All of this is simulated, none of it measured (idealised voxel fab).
process module | voxel self aligned vias
cross-section cut | 180 nm wide | cells 5 nm
A cross-section is a grid of square cells, given in bands from the top down. A band is one or more rows of cells.
Each band's line starts with the height of the band's top and of its bottom, in nm. Then come its materials from left to right, each with its width in nm. One material with "throughout" fills the band from edge to edge. "air" is empty space.
Height 0 is the level under which the wafer as received is all one material. The lowest band goes on downwards, as in "0 down".
A width such as "30 to 40" changes by the same amount from each row of cells to the next, from the band's top row to its bottom row.
"no change" after a step means that no cell of the cross-section changed.
closed voids: empty space of 8 cells or more with no open way to the top, each as width x height at its distance from the left edge, in nm
after a step's settings: what the simulator itself notes on the step
overlay nm, on a step with a mask: how far to the right of its planned place the mask lay; to the left if negative
plan
1 op RECEIVE | material Si
2 op CONFORMAL_DEP | material SiO2 | thk nm 10
3 op CONFORMAL_DEP | material SiCN | thk nm 5
4 op DIRECTIONAL_DEP | material lowk | thk nm 20
5 op MASKED_ETCH | tone open | mask id LINES | width nm 25 | pitch nm 65 | etch materials lowk | depth nm 20 | overlay nm 0
6 op CONFORMAL_DEP | material TiN | thk nm 5
7 op FILL_DEP | material W | thk nm 5
8 op CMP | height nm 35
9 op SELECTIVE_ETCH | etch materials W Ru TiN | depth nm 10
10 op FILL_DEP | material SiN | thk nm 5
11 op CMP | height nm 35
12 op DIRECTIONAL_DEP | material lowk | thk nm 15
13 op MASKED_ETCH | tone open | mask id VIAS | width nm 35 | etch materials lowk | depth nm 15 | overlay nm 0
14 op MASKED_ETCH | tone open | mask id VIAS | width nm 35 | etch materials SiN | depth nm 10 | overlay nm 0
15 op CONFORMAL_DEP | material TiN | thk nm 5
16 op FILL_DEP | material W | thk nm 5
17 op CMP | height nm 50
18 op CONFORMAL_DEP | material SiN | thk nm 5
first wafer, as planned
as received, after step 1
  0 down: Si throughout
  closed voids: none
after step 2
  10 to 0: SiO2 throughout
  below 0: unchanged
after step 3
  15 to 10: SiCN throughout
  below 10: unchanged
after step 4
  35 to 15: lowk throughout
  below 15: unchanged
after step 5
  35 to 15: lowk 45 | air 25 | lowk 40 | air 25 | lowk 45
  below 15: unchanged
after step 6
  40 to 35: TiN 50 | air 15 | TiN 50 | air 15 | TiN 50
  35 to 20: lowk 45 | TiN 5 | air 15 | TiN 5 | lowk 40 | TiN 5 | air 15 | TiN 5 | lowk 45
  20 to 15: lowk 45 | TiN 25 | lowk 40 | TiN 25 | lowk 45
  below 15: unchanged
after step 7
  45 to 40: W throughout
  40 to 35: TiN 50 | W 15 | TiN 50 | W 15 | TiN 50
  35 to 20: lowk 45 | TiN 5 | W 15 | TiN 5 | lowk 40 | TiN 5 | W 15 | TiN 5 | lowk 45
  below 20: unchanged
after step 8
  35 to 20: lowk 45 | TiN 5 | W 15 | TiN 5 | lowk 40 | TiN 5 | W 15 | TiN 5 | lowk 45
  below 20: unchanged
after step 9
  35 to 25: lowk 45 | air 25 | lowk 40 | air 25 | lowk 45
  below 25: unchanged
after step 10
  40 to 35: SiN throughout
  35 to 25: lowk 45 | SiN 25 | lowk 40 | SiN 25 | lowk 45
  below 25: unchanged
after step 11
  35 to 25: lowk 45 | SiN 25 | lowk 40 | SiN 25 | lowk 45
  below 25: unchanged
after step 12
  50 to 35: lowk throughout
  below 35: unchanged
after step 13
  50 to 35: lowk 40 | air 35 | lowk 105
  below 35: unchanged
after step 14
  50 to 35: lowk 40 | air 35 | lowk 105
  35 to 25: lowk 45 | air 25 | lowk 40 | SiN 25 | lowk 45
  below 25: unchanged
after step 15
  55 to 50: TiN 45 | air 25 | TiN 110
  50 to 40: lowk 40 | TiN 5 | air 25 | TiN 5 | lowk 105
  40 to 35: lowk 40 | TiN 10 | air 15 | TiN 10 | lowk 105
  35 to 30: lowk 45 | TiN 5 | air 15 | TiN 5 | lowk 40 | SiN 25 | lowk 45
  30 to 25: lowk 45 | TiN 25 | lowk 40 | SiN 25 | lowk 45
  below 25: unchanged
after step 16
  60 to 55: W throughout
  55 to 50: TiN 45 | W 25 | TiN 110
  50 to 40: lowk 40 | TiN 5 | W 25 | TiN 5 | lowk 105
  40 to 35: lowk 40 | TiN 10 | W 15 | TiN 10 | lowk 105
  35 to 30: lowk 45 | TiN 5 | W 15 | TiN 5 | lowk 40 | SiN 25 | lowk 45
  below 30: unchanged
after step 17
  50 to 40: lowk 40 | TiN 5 | W 25 | TiN 5 | lowk 105
  below 40: unchanged
after step 18
  55 to 50: SiN throughout
  below 50: unchanged
second wafer: like start, like plan, one mistake. Through step 12 it matches the first wafer
when step 13 should have ended
  50 to 35: air 40 | lowk 35 | air 105
  below 35: unchanged
when step 14 should have ended: no change
when step 15 should have ended
  55 to 50: air 35 | TiN 45 | air 100
  50 to 40: air 35 | TiN 5 | lowk 35 | TiN 5 | air 100
  40 to 35: TiN 40 | lowk 35 | TiN 105
  below 35: unchanged
when step 16 should have ended
  60 to 55: W throughout
  55 to 50: W 35 | TiN 45 | W 100
  50 to 40: W 35 | TiN 5 | lowk 35 | TiN 5 | W 100
  below 40: unchanged
when step 17 should have ended
  50 to 40: W 35 | TiN 5 | lowk 35 | TiN 5 | W 100
  below 40: unchanged
when step 18 should have ended
  55 to 50: SiN throughout
  below 50: unchanged
what went wrong: step 13 ran as: op MASKED_ETCH | tone cover | mask id VIAS | width nm 35 | etch materials lowk | depth nm 15 | overlay nm 0
at the end the second wafer has, in cells: 10 more of SiN | 18 more of TiN | 38 more of W | 66 fewer of lowk
